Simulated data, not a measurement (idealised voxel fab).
process module | voxel self aligned vias
We display cut, a cross-section 245 nm in width whose square cells are each 5 nm.
Think of the cross-section as a grid of square cells. We describe it in bands, top to bottom, and each band covers one or more rows of those cells.
A band entry consists of two parts. The first gives the height of the band's top and the height of its bottom, in nm. The rest lists the band's materials from left to right, each with its width in nm. A single material labelled with the word "full width" fills the band from edge to edge, and the word "blank" marks empty space.
Height is counted from the level 0, under which the received wafer is composed throughout of one material. The lowest of the bands is not closed at the bottom but continues downward, in the notation "0 down".
Read "30->40" as a graded width: first number on top, second number at the bottom, same change between each pair of neighbouring rows.
Step note "remained unchanged" = no cross-section cell changed.
Entry "Fully sealed cavities" = empty spaces >= 8 cells with no open way to the top; each as width x height at distance, distance from left edge, all nm.
That trailing text on a step's line, after the settings, is the simulator's own remark on the step.
overlay nm: right-of-plan distance of the mask on a masked step; negative values mean left-of-plan.
What follows is a series of pairs. Each pair shows a cross-section before one process step and the cross-section after it, and the after view is drawn only down to the lowest band that changed. Beneath each pair is the step that lies between the two, with its settings. Pairs may come from different runs of this module on the same starting wafer, so a pair continues from the one above it only where its entry headed "Before-step section" says so.

-- Before-step section
* 0 down | Si full width
* Fully sealed cavities: none

-- Resulting Cross-Section
* 10 to 0 | SiO2 full width
* Lower than 0, everything is as it was.
* Fully sealed cavities: none
Connecting step for the cross-sections above: CONFORMAL_DEP (material SiO2; thk nm 10)

Before-step section: the after view from the pair directly above serves as the before view here.

-- Resulting Cross-Section
* 15 to 10 | SiCN full width
* Lower than 10, everything is as it was.
* Fully sealed cavities: none
Connecting step for the cross-sections above: CONFORMAL_DEP (material SiCN; thk nm 5)

Before-step section: the after view from the pair directly above serves as the before view here.

-- Resulting Cross-Section
* 45 to 15 | lowk full width
* Lower than 15, everything is as it was.
* Fully sealed cavities: none
Connecting step for the cross-sections above: DIRECTIONAL_DEP (material lowk; thk nm 30)

Before-step section: the after view from the pair directly above serves as the before view here.

-- Resulting Cross-Section
* 45 to 15 | lowk 85, blank 25, lowk 25, blank 25, lowk 85
* Lower than 15, everything is as it was.
* Fully sealed cavities: none
Connecting step for the cross-sections above: MASKED_ETCH (tone open; mask id LINES; width nm 25; pitch nm 50; etch materials lowk; depth nm 30; overlay nm 0)

Before-step section: the after view from the pair directly above serves as the before view here.

-- Resulting Cross-Section
* 50 to 45 | TiN 90, blank 15, TiN 35, blank 15, TiN 90
* 45 to 20 | lowk 85, TiN 5, blank 15, TiN 5, lowk 25, TiN 5, blank 15, TiN 5, lowk 85
* 20 to 15 | lowk 85, TiN 25, lowk 25, TiN 25, lowk 85
* Lower than 15, everything is as it was.
* Fully sealed cavities: none
Connecting step for the cross-sections above: CONFORMAL_DEP (material TiN; thk nm 5)

Before-step section: the after view from the pair directly above serves as the before view here.

-- Resulting Cross-Section
* 55 to 50 | Ru full width
* 50 to 45 | TiN 90, Ru 15, TiN 35, Ru 15, TiN 90
* 45 to 20 | lowk 85, TiN 5, Ru 15, TiN 5, lowk 25, TiN 5, Ru 15, TiN 5, lowk 85
* Lower than 20, everything is as it was.
* Fully sealed cavities: none
Connecting step for the cross-sections above: FILL_DEP (material Ru; thk nm 5)

Before-step section: the after view from the pair directly above serves as the before view here.

-- Resulting Cross-Section
* 45 to 20 | lowk 85, TiN 5, Ru 15, TiN 5, lowk 25, TiN 5, Ru 15, TiN 5, lowk 85
* Lower than 20, everything is as it was.
* Fully sealed cavities: none
Connecting step for the cross-sections above: CMP (height nm 45)

Before-step section: the after view from the pair directly above serves as the before view here.

-- Resulting Cross-Section
* 45 to 40 | lowk 85, blank 25, lowk 25, blank 25, lowk 85
* Lower than 40, everything is as it was.
* Fully sealed cavities: none
Connecting step for the cross-sections above: SELECTIVE_ETCH (etch materials W Ru TiN; depth nm 5)

Before-step section: the after view from the pair directly above serves as the before view here.

-- Resulting Cross-Section
* 55 to 45 | SiN full width
* 45 to 40 | lowk 85, SiN 25, lowk 25, SiN 25, lowk 85
* Lower than 40, everything is as it was.
* Fully sealed cavities: none
Connecting step for the cross-sections above: FILL_DEP (material SiN; thk nm 10)

Before-step section: the after view from the pair directly above serves as the before view here.

-- Resulting Cross-Section
* 45 to 40 | lowk 85, SiN 25, lowk 25, SiN 25, lowk 85
* Lower than 40, everything is as it was.
* Fully sealed cavities: none
Connecting step for the cross-sections above: CMP (height nm 45)

Before-step section: the after view from the pair directly above serves as the before view here.

-- Resulting Cross-Section
* 65 to 45 | lowk full width
* Lower than 45, everything is as it was.
* Fully sealed cavities: none
Connecting step for the cross-sections above: DIRECTIONAL_DEP (material lowk; thk nm 20)

Before-step section: the after view from the pair directly above serves as the before view here.

-- Resulting Cross-Section
* 75 to 65 | aC full width
* Lower than 65, everything is as it was.
* Fully sealed cavities: none
Connecting step for the cross-sections above: DIRECTIONAL_DEP (material aC; thk nm 10)

Before-step section: the after view from the pair directly above serves as the before view here.

-- Resulting Cross-Section
* 100 to 75 | resist 80, blank 35, resist 15, blank 35, resist 80
* Lower than 75, everything is as it was.
* Fully sealed cavities: none
Connecting step for the cross-sections above: PATTERN (tone open; mask id VIAS; material resist; width nm 35; pitch nm 50; thk nm 25; overlay nm 0)

Before-step section: the after view from the pair directly above serves as the before view here.

-- Resulting Cross-Section
* 90 to 75 | resist 80, blank 35, resist 15, blank 35, resist 80
* 75 to 65 | aC 80, blank 35, aC 15, blank 35, aC 80
* Lower than 65, everything is as it was.
* Fully sealed cavities: none
Connecting step for the cross-sections above: DIRECTIONAL_ETCH (etch materials aC; depth nm 10)

Before-step section: the after view from the pair directly above serves as the before view here.

-- Resulting Cross-Section
* 75 to 65 | aC 80, blank 35, aC 15, blank 35, aC 80
* Lower than 65, everything is as it was.
* Fully sealed cavities: none
Connecting step for the cross-sections above: STRIP (etch materials resist)

Before-step section: the after view from the pair directly above serves as the before view here.

-- Resulting Cross-Section
* 75 to 65 | aC 80, blank 35, aC 15, blank 35, aC 80
* 65 to 45 | lowk 80, blank 35, lowk 15, blank 35, lowk 80
* Lower than 45, everything is as it was.
* Fully sealed cavities: none
Connecting step for the cross-sections above: DIRECTIONAL_ETCH (etch materials lowk; depth nm 20)

Before-step section: the after view from the pair directly above serves as the before view here.

-- Resulting Cross-Section
* 75 to 65 | aC 80, blank 35, aC 15, blank 35, aC 80
* 65 to 45 | lowk 80, blank 35, lowk 15, blank 35, lowk 80
* 45 to 40 | lowk 85, blank 25, lowk 25, blank 25, lowk 85
* Lower than 40, everything is as it was.
* Fully sealed cavities: none
Connecting step for the cross-sections above: DIRECTIONAL_ETCH (etch materials SiN; depth nm 5)

Before-step section: the after view from the pair directly above serves as the before view here.

-- Resulting Cross-Section
* 65 to 45 | lowk 80, blank 35, lowk 15, blank 35, lowk 80
* Lower than 45, everything is as it was.
* Fully sealed cavities: none
Connecting step for the cross-sections above: STRIP (etch materials aC)

Before-step section: the after view from the pair directly above serves as the before view here.

-- Resulting Cross-Section
* 70 to 65 | TiN 85, blank 25, TiN 25, blank 25, TiN 85
* 65 to 50 | lowk 80, TiN 5, blank 25, TiN 5, lowk 15, TiN 5, blank 25, TiN 5, lowk 80
* 50 to 45 | lowk 80, TiN 10, blank 15, TiN 10, lowk 15, TiN 10, blank 15, TiN 10, lowk 80
* 45 to 40 | lowk 85, TiN 25, lowk 25, TiN 25, lowk 85
* Lower than 40, everything is as it was.
* Fully sealed cavities: none
Connecting step for the cross-sections above: CONFORMAL_DEP (material TiN; thk nm 5)

Before-step section: the after view from the pair directly above serves as the before view here.

-- Resulting Cross-Section
* 80 to 70 | Ru full width
* 70 to 65 | TiN 85, Ru 25, TiN 25, Ru 25, TiN 85
* 65 to 50 | lowk 80, TiN 5, Ru 25, TiN 5, lowk 15, TiN 5, Ru 25, TiN 5, lowk 80
* 50 to 45 | lowk 80, TiN 10, Ru 15, TiN 10, lowk 15, TiN 10, Ru 15, TiN 10, lowk 80
* Lower than 45, everything is as it was.
* Fully sealed cavities: none
Connecting step for the cross-sections above: FILL_DEP (material Ru; thk nm 10)

Before-step section: the after view from the pair directly above serves as the before view here.

-- Resulting Cross-Section
* 65 to 50 | lowk 80, TiN 5, Ru 25, TiN 5, lowk 15, TiN 5, Ru 25, TiN 5, lowk 80
* Lower than 50, everything is as it was.
* Fully sealed cavities: none
Connecting step for the cross-sections above: CMP (height nm 65)

Before-step section: the after view from the pair directly above serves as the before view here.

-- Resulting Cross-Section
* 70 to 65 | SiCN full width
* Lower than 65, everything is as it was.
* Fully sealed cavities: none
Connecting step for the cross-sections above: CONFORMAL_DEP (material SiCN; thk nm 5)

-- Before-step section
* 10 to 0 | SiO2 full width
* 0 down | Si full width
* Fully sealed cavities: none

-- Resulting Cross-Section
* 40 to 10 | lowk full width
* Lower than 10, everything is as it was.
* Fully sealed cavities: none
Connecting step for the cross-sections above: DIRECTIONAL_DEP (material lowk; thk nm 30)

Before-step section: the after view from the pair directly above serves as the before view here.

-- Resulting Cross-Section
* 40 to 10 | lowk 85, blank 25, lowk 25, blank 25, lowk 85
* Lower than 10, everything is as it was.
* Fully sealed cavities: none
Connecting step for the cross-sections above: MASKED_ETCH (tone open; mask id LINES; width nm 25; pitch nm 50; etch materials lowk; depth nm 30; overlay nm 0)

Before-step section: the after view from the pair directly above serves as the before view here.

-- Resulting Cross-Section
* 45 to 40 | TiN 90, blank 15, TiN 35, blank 15, TiN 90
* 40 to 15 | lowk 85, TiN 5, blank 15, TiN 5, lowk 25, TiN 5, blank 15, TiN 5, lowk 85
* 15 to 10 | lowk 85, TiN 25, lowk 25, TiN 25, lowk 85
* Lower than 10, everything is as it was.
* Fully sealed cavities: none
Connecting step for the cross-sections above: CONFORMAL_DEP (material TiN; thk nm 5)

Before-step section: the after view from the pair directly above serves as the before view here.

-- Resulting Cross-Section
* 50 to 45 | Ru full width
* 45 to 40 | TiN 90, Ru 15, TiN 35, Ru 15, TiN 90
* 40 to 15 | lowk 85, TiN 5, Ru 15, TiN 5, lowk 25, TiN 5, Ru 15, TiN 5, lowk 85
* Lower than 15, everything is as it was.
* Fully sealed cavities: none
Connecting step for the cross-sections above: FILL_DEP (material Ru; thk nm 5)

Before-step section: the after view from the pair directly above serves as the before view here.

-- Resulting Cross-Section
* 45 to 40 | TiN 90, Ru 15, TiN 35, Ru 15, TiN 90
* Lower than 40, everything is as it was.
* Fully sealed cavities: none
Connecting step for the cross-sections above: CMP (height nm 45)

Before-step section: the after view from the pair directly above serves as the before view here.

-- Resulting Cross-Section
* 40 to 15 | lowk 85, TiN 5, Ru 15, TiN 5, lowk 25, TiN 5, Ru 15, TiN 5, lowk 85
* Lower than 15, everything is as it was.
* Fully sealed cavities: none
Connecting step for the cross-sections above: SELECTIVE_ETCH (etch materials W Ru TiN; depth nm 5)

Before-step section: the after view from the pair directly above serves as the before view here.

-- Resulting Cross-Section
* 50 to 40 | SiN full width
* Lower than 40, everything is as it was.
* Fully sealed cavities: none
Connecting step for the cross-sections above: FILL_DEP (material SiN; thk nm 10)

Before-step section: the after view from the pair directly above serves as the before view here.

-- Resulting Cross-Section
* 45 to 40 | SiN full width
* Lower than 40, everything is as it was.
* Fully sealed cavities: none
Connecting step for the cross-sections above: CMP (height nm 45)

Before-step section: the after view from the pair directly above serves as the before view here.

-- Resulting Cross-Section
* 65 to 45 | lowk full width
* Lower than 45, everything is as it was.
* Fully sealed cavities: none
Connecting step for the cross-sections above: DIRECTIONAL_DEP (material lowk; thk nm 20)

Before-step section: the after view from the pair directly above serves as the before view here.

-- Resulting Cross-Section
* 75 to 65 | aC full width
* Lower than 65, everything is as it was.
* Fully sealed cavities: none
Connecting step for the cross-sections above: DIRECTIONAL_DEP (material aC; thk nm 10)

Before-step section: the after view from the pair directly above serves as the before view here.

-- Resulting Cross-Section
* 100 to 75 | resist 80, blank 35, resist 15, blank 35, resist 80
* Lower than 75, everything is as it was.
* Fully sealed cavities: none
Connecting step for the cross-sections above: PATTERN (tone open; mask id VIAS; material resist; width nm 35; pitch nm 50; thk nm 25; overlay nm 0)

Before-step section: the after view from the pair directly above serves as the before view here.

-- Resulting Cross-Section
* 90 to 75 | resist 80, blank 35, resist 15, blank 35, resist 80
* 75 to 65 | aC 80, blank 35, aC 15, blank 35, aC 80
* Lower than 65, everything is as it was.
* Fully sealed cavities: none
Connecting step for the cross-sections above: DIRECTIONAL_ETCH (etch materials aC; depth nm 10)

Before-step section: the after view from the pair directly above serves as the before view here.

-- Resulting Cross-Section
* 75 to 65 | aC 80, blank 35, aC 15, blank 35, aC 80
* Lower than 65, everything is as it was.
* Fully sealed cavities: none
Connecting step for the cross-sections above: STRIP (etch materials resist)

Before-step section: the after view from the pair directly above serves as the before view here.

-- Resulting Cross-Section
* 75 to 65 | aC 80, blank 35, aC 15, blank 35, aC 80
* 65 to 45 | lowk 80, blank 35, lowk 15, blank 35, lowk 80
* Lower than 45, everything is as it was.
* Fully sealed cavities: none
Connecting step for the cross-sections above: DIRECTIONAL_ETCH (etch materials lowk; depth nm 20)

Before-step section: the after view from the pair directly above serves as the before view here.

-- Resulting Cross-Section
* 75 to 65 | aC 80, blank 35, aC 15, blank 35, aC 80
* 65 to 45 | lowk 80, blank 35, lowk 15, blank 35, lowk 80
* 45 to 40 | SiN 80, blank 35, SiN 15, blank 35, SiN 80
* Lower than 40, everything is as it was.
* Fully sealed cavities: none
Connecting step for the cross-sections above: DIRECTIONAL_ETCH (etch materials SiN; depth nm 5)

Before-step section: the after view from the pair directly above serves as the before view here.

-- Resulting Cross-Section
* 65 to 45 | lowk 80, blank 35, lowk 15, blank 35, lowk 80
* Lower than 45, everything is as it was.
* Fully sealed cavities: none
Connecting step for the cross-sections above: STRIP (etch materials aC)

Before-step section: the after view from the pair directly above serves as the before view here.

-- Resulting Cross-Section
* 70 to 65 | TiN 85, blank 25, TiN 25, blank 25, TiN 85
* 65 to 45 | lowk 80, TiN 5, blank 25, TiN 5, lowk 15, TiN 5, blank 25, TiN 5, lowk 80
* 45 to 40 | SiN 80, TiN 35, SiN 15, TiN 35, SiN 80
* Lower than 40, everything is as it was.
* Fully sealed cavities: none
Connecting step for the cross-sections above: CONFORMAL_DEP (material TiN; thk nm 5)

Before-step section: the after view from the pair directly above serves as the before view here.

-- Resulting Cross-Section
* 80 to 70 | Ru full width
* 70 to 65 | TiN 85, Ru 25, TiN 25, Ru 25, TiN 85
* 65 to 45 | lowk 80, TiN 5, Ru 25, TiN 5, lowk 15, TiN 5, Ru 25, TiN 5, lowk 80
* Lower than 45, everything is as it was.
* Fully sealed cavities: none
Connecting step for the cross-sections above: FILL_DEP (material Ru; thk nm 10)

Before-step section: the after view from the pair directly above serves as the before view here.

-- Resulting Cross-Section
* 65 to 45 | lowk 80, TiN 5, Ru 25, TiN 5, lowk 15, TiN 5, Ru 25, TiN 5, lowk 80
* Lower than 45, everything is as it was.
* Fully sealed cavities: none
Connecting step for the cross-sections above: CMP (height nm 65)

Before-step section: the after view from the pair directly above serves as the before view here.

-- Resulting Cross-Section
* 70 to 65 | SiCN full width
* Lower than 65, everything is as it was.
* Fully sealed cavities: none
Connecting step for the cross-sections above: CONFORMAL_DEP (material SiCN; thk nm 5)

-- Before-step section
* 75 to 65 | aC 80, blank 35, aC 15, blank 35, aC 80
* 65 to 45 | lowk 80, blank 35, lowk 15, blank 35, lowk 80
* 45 to 40 | lowk 85, SiN 25, lowk 25, SiN 25, lowk 85
* 40 to 20 | lowk 85, TiN 5, Ru 15, TiN 5, lowk 25, TiN 5, Ru 15, TiN 5, lowk 85
* 20 to 15 | lowk 85, TiN 25, lowk 25, TiN 25, lowk 85
* 15 to 10 | SiCN full width
* 10 to 0 | SiO2 full width
* 0 down | Si full width
* Fully sealed cavities: none

-- Resulting Cross-Section
* 75 to 65 | aC 80, blank 35, aC 15, blank 35, aC 80
* 65 to 45 | lowk 80, blank 35, lowk 15, blank 35, lowk 80
* 45 to 40 | lowk 80, blank 5, SiN 25, blank 5, lowk 15, blank 5, SiN 25, blank 5, lowk 80
* 40 to 25 | lowk 80, blank 5, TiN 5, Ru 15, TiN 5, blank 5, lowk 15, blank 5, TiN 5, Ru 15, TiN 5, blank 5, lowk 80
* Lower than 25, everything is as it was.
* Fully sealed cavities: none
Connecting step for the cross-sections above: DIRECTIONAL_ETCH (etch materials lowk; depth nm 20)

Before-step section: the after view from the pair directly above serves as the before view here.

-- Resulting Cross-Section
* 75 to 65 | aC 80, blank 35, aC 15, blank 35, aC 80
* 65 to 40 | lowk 80, blank 35, lowk 15, blank 35, lowk 80
* Lower than 40, everything is as it was.
* Fully sealed cavities: none
Connecting step for the cross-sections above: DIRECTIONAL_ETCH (etch materials SiN; depth nm 5)

Before-step section: the after view from the pair directly above serves as the before view here.

-- Resulting Cross-Section
* 65 to 40 | lowk 80, blank 35, lowk 15, blank 35, lowk 80
* Lower than 40, everything is as it was.
* Fully sealed cavities: none
Connecting step for the cross-sections above: STRIP (etch materials aC)

Before-step section: the after view from the pair directly above serves as the before view here.

-- Resulting Cross-Section
* 70 to 65 | TiN 85, blank 25, TiN 25, blank 25, TiN 85
* 65 to 45 | lowk 80, TiN 5, blank 25, TiN 5, lowk 15, TiN 5, blank 25, TiN 5, lowk 80
* 45 to 40 | lowk 80, TiN 35, lowk 15, TiN 35, lowk 80
* 40 to 25 | lowk 80, TiN 10, Ru 15, TiN 10, lowk 15, TiN 10, Ru 15, TiN 10, lowk 80
* Lower than 25, everything is as it was.
* Fully sealed cavities: none
Connecting step for the cross-sections above: CONFORMAL_DEP (material TiN; thk nm 5)

Before-step section: the after view from the pair directly above serves as the before view here.

-- Resulting Cross-Section
* 80 to 70 | Ru full width
* 70 to 65 | TiN 85, Ru 25, TiN 25, Ru 25, TiN 85
* 65 to 45 | lowk 80, TiN 5, Ru 25, TiN 5, lowk 15, TiN 5, Ru 25, TiN 5, lowk 80
* Lower than 45, everything is as it was.
* Fully sealed cavities: none
Connecting step for the cross-sections above: FILL_DEP (material Ru; thk nm 10)

Before-step section: the after view from the pair directly above serves as the before view here.

-- Resulting Cross-Section
* 65 to 45 | lowk 80, TiN 5, Ru 25, TiN 5, lowk 15, TiN 5, Ru 25, TiN 5, lowk 80
* Lower than 45, everything is as it was.
* Fully sealed cavities: none
Connecting step for the cross-sections above: CMP (height nm 65)

Before-step section: the after view from the pair directly above serves as the before view here.

-- Resulting Cross-Section
* 70 to 65 | SiCN full width
* Lower than 65, everything is as it was.
* Fully sealed cavities: none
Connecting step for the cross-sections above: CONFORMAL_DEP (material SiCN; thk nm 5)

-- Before-step section
* 40 to 10 | lowk full width
* 10 to 0 | SiO2 full width
* 0 down | Si full width
* Fully sealed cavities: none

-- Resulting Cross-Section
* 45 to 40 | SiCN full width
* Lower than 40, everything is as it was.
* Fully sealed cavities: none
Connecting step for the cross-sections above: CONFORMAL_DEP (material SiCN; thk nm 5)

Before-step section: the after view from the pair directly above serves as the before view here.

-- Resulting Cross-Section
* 50 to 45 | TiN full width
* Lower than 45, everything is as it was.
* Fully sealed cavities: none
Connecting step for the cross-sections above: CONFORMAL_DEP (material TiN; thk nm 5)

Before-step section: the after view from the pair directly above serves as the before view here.

-- Resulting Cross-Section
* 55 to 50 | Ru full width
* Lower than 50, everything is as it was.
* Fully sealed cavities: none
Connecting step for the cross-sections above: FILL_DEP (material Ru; thk nm 5)

Before-step section: the after view from the pair directly above serves as the before view here.

-- Resulting Cross-Section
* 45 to 40 | SiCN full width
* Lower than 40, everything is as it was.
* Fully sealed cavities: none
Connecting step for the cross-sections above: CMP (height nm 45)

Before-step section: the after view from the pair directly above serves as the before view here.

-- Resulting Cross-Section
* 55 to 45 | SiN full width
* Lower than 45, everything is as it was.
* Fully sealed cavities: none
Connecting step for the cross-sections above: FILL_DEP (material SiN; thk nm 10)

Before-step section: the after view from the pair directly above serves as the before view here.

-- Resulting Cross-Section
* 45 to 40 | SiCN full width
* Lower than 40, everything is as it was.
* Fully sealed cavities: none
Connecting step for the cross-sections above: CMP (height nm 45)

Before-step section: the after view from the pair directly above serves as the before view here.

-- Resulting Cross-Section
* 65 to 45 | lowk full width
* Lower than 45, everything is as it was.
* Fully sealed cavities: none
Connecting step for the cross-sections above: DIRECTIONAL_DEP (material lowk; thk nm 20)

Before-step section: the after view from the pair directly above serves as the before view here.

-- Resulting Cross-Section
* 75 to 65 | aC full width
* Lower than 65, everything is as it was.
* Fully sealed cavities: none
Connecting step for the cross-sections above: DIRECTIONAL_DEP (material aC; thk nm 10)

Before-step section: the after view from the pair directly above serves as the before view here.

-- Resulting Cross-Section
* 100 to 75 | resist 80, blank 35, resist 15, blank 35, resist 80
* Lower than 75, everything is as it was.
* Fully sealed cavities: none
Connecting step for the cross-sections above: PATTERN (tone open; mask id VIAS; material resist; width nm 35; pitch nm 50; thk nm 25; overlay nm 0)

Before-step section: the after view from the pair directly above serves as the before view here.

-- Resulting Cross-Section
* 90 to 75 | resist 80, blank 35, resist 15, blank 35, resist 80
* 75 to 65 | aC 80, blank 35, aC 15, blank 35, aC 80
* Lower than 65, everything is as it was.
* Fully sealed cavities: none
Connecting step for the cross-sections above: DIRECTIONAL_ETCH (etch materials aC; depth nm 10)

Before-step section: the after view from the pair directly above serves as the before view here.

-- Resulting Cross-Section
* 75 to 65 | aC 80, blank 35, aC 15, blank 35, aC 80
* Lower than 65, everything is as it was.
* Fully sealed cavities: none
Connecting step for the cross-sections above: STRIP (etch materials resist)

Before-step section: the after view from the pair directly above serves as the before view here.

-- Resulting Cross-Section
* 75 to 65 | aC 80, blank 35, aC 15, blank 35, aC 80
* 65 to 45 | lowk 80, blank 35, lowk 15, blank 35, lowk 80
* Lower than 45, everything is as it was.
* Fully sealed cavities: none
Connecting step for the cross-sections above: DIRECTIONAL_ETCH (etch materials lowk; depth nm 20)

Before-step section: the after view from the pair directly above serves as the before view here.

-- Resulting Cross-Section
* 65 to 45 | lowk 80, blank 35, lowk 15, blank 35, lowk 80
* Lower than 45, everything is as it was.
* Fully sealed cavities: none
Connecting step for the cross-sections above: STRIP (etch materials aC)

Before-step section: the after view from the pair directly above serves as the before view here.

-- Resulting Cross-Section
* 70 to 65 | TiN 85, blank 25, TiN 25, blank 25, TiN 85
* 65 to 50 | lowk 80, TiN 5, blank 25, TiN 5, lowk 15, TiN 5, blank 25, TiN 5, lowk 80
* 50 to 45 | lowk 80, TiN 35, lowk 15, TiN 35, lowk 80
* Lower than 45, everything is as it was.
* Fully sealed cavities: none
Connecting step for the cross-sections above: CONFORMAL_DEP (material TiN; thk nm 5)

Before-step section: the after view from the pair directly above serves as the before view here.

-- Resulting Cross-Section
* 80 to 70 | Ru full width
* 70 to 65 | TiN 85, Ru 25, TiN 25, Ru 25, TiN 85
* 65 to 50 | lowk 80, TiN 5, Ru 25, TiN 5, lowk 15, TiN 5, Ru 25, TiN 5, lowk 80
* Lower than 50, everything is as it was.
* Fully sealed cavities: none
Connecting step for the cross-sections above: FILL_DEP (material Ru; thk nm 10)

Before-step section: the after view from the pair directly above serves as the before view here.

-- Resulting Cross-Section
* 65 to 50 | lowk 80, TiN 5, Ru 25, TiN 5, lowk 15, TiN 5, Ru 25, TiN 5, lowk 80
* Lower than 50, everything is as it was.
* Fully sealed cavities: none
Connecting step for the cross-sections above: CMP (height nm 65)

Before-step section: the after view from the pair directly above serves as the before view here.

-- Resulting Cross-Section
* 70 to 65 | SiCN full width
* Lower than 65, everything is as it was.
* Fully sealed cavities: none
Connecting step for the cross-sections above: CONFORMAL_DEP (material SiCN; thk nm 5)

-- Before-step section
* 65 to 50 | lowk 80, TiN 5, Ru 25, TiN 5, lowk 15, TiN 5, Ru 25, TiN 5, lowk 80
* 50 to 45 | lowk 80, TiN 10, Ru 15, TiN 10, lowk 15, TiN 10, Ru 15, TiN 10, lowk 80
* 45 to 40 | lowk 85, TiN 25, lowk 25, TiN 25, lowk 85
* 40 to 20 | lowk 85, TiN 5, Ru 15, TiN 5, lowk 25, TiN 5, Ru 15, TiN 5, lowk 85
* 20 to 15 | lowk 85, TiN 25, lowk 25, TiN 25, lowk 85
* 15 to 10 | SiCN full width
* 10 to 0 | SiO2 full width
* 0 down | Si full width
* Fully sealed cavities: none

-- Resulting Cross-Section
* 80 to 65 | SiCN full width
* Lower than 65, everything is as it was.
* Fully sealed cavities: none
Connecting step for the cross-sections above: CONFORMAL_DEP (material SiCN; thk nm 15)

-- Before-step section
* 75 to 65 | aC full width
* 65 to 45 | lowk full width
* 45 to 40 | lowk 85, SiN 25, lowk 25, SiN 25, lowk 85
* 40 to 20 | lowk 85, TiN 5, Ru 15, TiN 5, lowk 25, TiN 5, Ru 15, TiN 5, lowk 85
* 20 to 15 | lowk 85, TiN 25, lowk 25, TiN 25, lowk 85
* 15 to 10 | SiCN full width
* 10 to 0 | SiO2 full width
* 0 down | Si full width
* Fully sealed cavities: none

-- Resulting Cross-Section
* 100 to 75 | resist 85, blank 25, resist 25, blank 25, resist 85
* Lower than 75, everything is as it was.
* Fully sealed cavities: none
Connecting step for the cross-sections above: PATTERN (tone open; mask id VIAS; material resist; width nm 25; pitch nm 50; thk nm 25; overlay nm 0)

Before-step section: the after view from the pair directly above serves as the before view here.

-- Resulting Cross-Section
* 90 to 75 | resist 85, blank 25, resist 25, blank 25, resist 85
* 75 to 65 | aC 85, blank 25, aC 25, blank 25, aC 85
* Lower than 65, everything is as it was.
* Fully sealed cavities: none
Connecting step for the cross-sections above: DIRECTIONAL_ETCH (etch materials aC; depth nm 10)

Before-step section: the after view from the pair directly above serves as the before view here.

-- Resulting Cross-Section
* 75 to 65 | aC 85, blank 25, aC 25, blank 25, aC 85
* Lower than 65, everything is as it was.
* Fully sealed cavities: none
Connecting step for the cross-sections above: STRIP (etch materials resist)

Before-step section: the after view from the pair directly above serves as the before view here.

-- Resulting Cross-Section
* 75 to 65 | aC 85, blank 25, aC 25, blank 25, aC 85
* 65 to 45 | lowk 85, blank 25, lowk 25, blank 25, lowk 85
* Lower than 45, everything is as it was.
* Fully sealed cavities: none
Connecting step for the cross-sections above: DIRECTIONAL_ETCH (etch materials lowk; depth nm 20)

Before-step section: the after view from the pair directly above serves as the before view here.

-- Resulting Cross-Section
* 75 to 65 | aC 85, blank 25, aC 25, blank 25, aC 85
* 65 to 40 | lowk 85, blank 25, lowk 25, blank 25, lowk 85
* Lower than 40, everything is as it was.
* Fully sealed cavities: none
Connecting step for the cross-sections above: DIRECTIONAL_ETCH (etch materials SiN; depth nm 5)

Before-step section: the after view from the pair directly above serves as the before view here.

-- Resulting Cross-Section
* 65 to 40 | lowk 85, blank 25, lowk 25, blank 25, lowk 85
* Lower than 40, everything is as it was.
* Fully sealed cavities: none
Connecting step for the cross-sections above: STRIP (etch materials aC)

Before-step section: the after view from the pair directly above serves as the before view here.

-- Resulting Cross-Section
* 70 to 65 | TiN 90, blank 15, TiN 35, blank 15, TiN 90
* 65 to 45 | lowk 85, TiN 5, blank 15, TiN 5, lowk 25, TiN 5, blank 15, TiN 5, lowk 85
* 45 to 40 | lowk 85, TiN 25, lowk 25, TiN 25, lowk 85
* Lower than 40, everything is as it was.
* Fully sealed cavities: none
Connecting step for the cross-sections above: CONFORMAL_DEP (material TiN; thk nm 5)

Before-step section: the after view from the pair directly above serves as the before view here.

-- Resulting Cross-Section
* 80 to 70 | Ru full width
* 70 to 65 | TiN 90, Ru 15, TiN 35, Ru 15, TiN 90
* 65 to 45 | lowk 85, TiN 5, Ru 15, TiN 5, lowk 25, TiN 5, Ru 15, TiN 5, lowk 85
* Lower than 45, everything is as it was.
* Fully sealed cavities: none
Connecting step for the cross-sections above: FILL_DEP (material Ru; thk nm 10)

Before-step section: the after view from the pair directly above serves as the before view here.

-- Resulting Cross-Section
* 65 to 45 | lowk 85, TiN 5, Ru 15, TiN 5, lowk 25, TiN 5, Ru 15, TiN 5, lowk 85
* Lower than 45, everything is as it was.
* Fully sealed cavities: none
Connecting step for the cross-sections above: CMP (height nm 65)

Before-step section: the after view from the pair directly above serves as the before view here.

-- Resulting Cross-Section
* 70 to 65 | SiCN full width
* Lower than 65, everything is as it was.
* Fully sealed cavities: none
Connecting step for the cross-sections above: CONFORMAL_DEP (material SiCN; thk nm 5)

-- Before-step section
* 75 to 65 | aC full width
* 65 to 45 | lowk full width
* 45 to 40 | lowk 85, SiN 25, lowk 25, SiN 25, lowk 85
* 40 to 20 | lowk 85, TiN 5, Ru 15, TiN 5, lowk 25, TiN 5, Ru 15, TiN 5, lowk 85
* 20 to 15 | lowk 85, TiN 25, lowk 25, TiN 25, lowk 85
* 15 to 10 | SiCN full width
* 10 to 0 | SiO2 full width
* 0 down | Si full width
* Fully sealed cavities: none

-- Resulting Cross-Section
* 100 to 75 | resist 70, blank 35, resist 15, blank 35, resist 90
* Lower than 75, everything is as it was.
* Fully sealed cavities: none
Connecting step for the cross-sections above: PATTERN (tone open; mask id VIAS; material resist; width nm 35; pitch nm 50; thk nm 25; overlay nm -10)

Before-step section: the after view from the pair directly above serves as the before view here.

-- Resulting Cross-Section
* 90 to 75 | resist 70, blank 35, resist 15, blank 35, resist 90
* 75 to 65 | aC 70, blank 35, aC 15, blank 35, aC 90
* Lower than 65, everything is as it was.
* Fully sealed cavities: none
Connecting step for the cross-sections above: DIRECTIONAL_ETCH (etch materials aC; depth nm 10)

Before-step section: the after view from the pair directly above serves as the before view here.

-- Resulting Cross-Section
* 75 to 65 | aC 70, blank 35, aC 15, blank 35, aC 90
* Lower than 65, everything is as it was.
* Fully sealed cavities: none
Connecting step for the cross-sections above: STRIP (etch materials resist)

Before-step section: the after view from the pair directly above serves as the before view here.

-- Resulting Cross-Section
* 75 to 65 | aC 70, blank 35, aC 15, blank 35, aC 90
* 65 to 45 | lowk 70, blank 35, lowk 15, blank 35, lowk 90
* Lower than 45, everything is as it was.
* Fully sealed cavities: none
Connecting step for the cross-sections above: DIRECTIONAL_ETCH (etch materials lowk; depth nm 20)
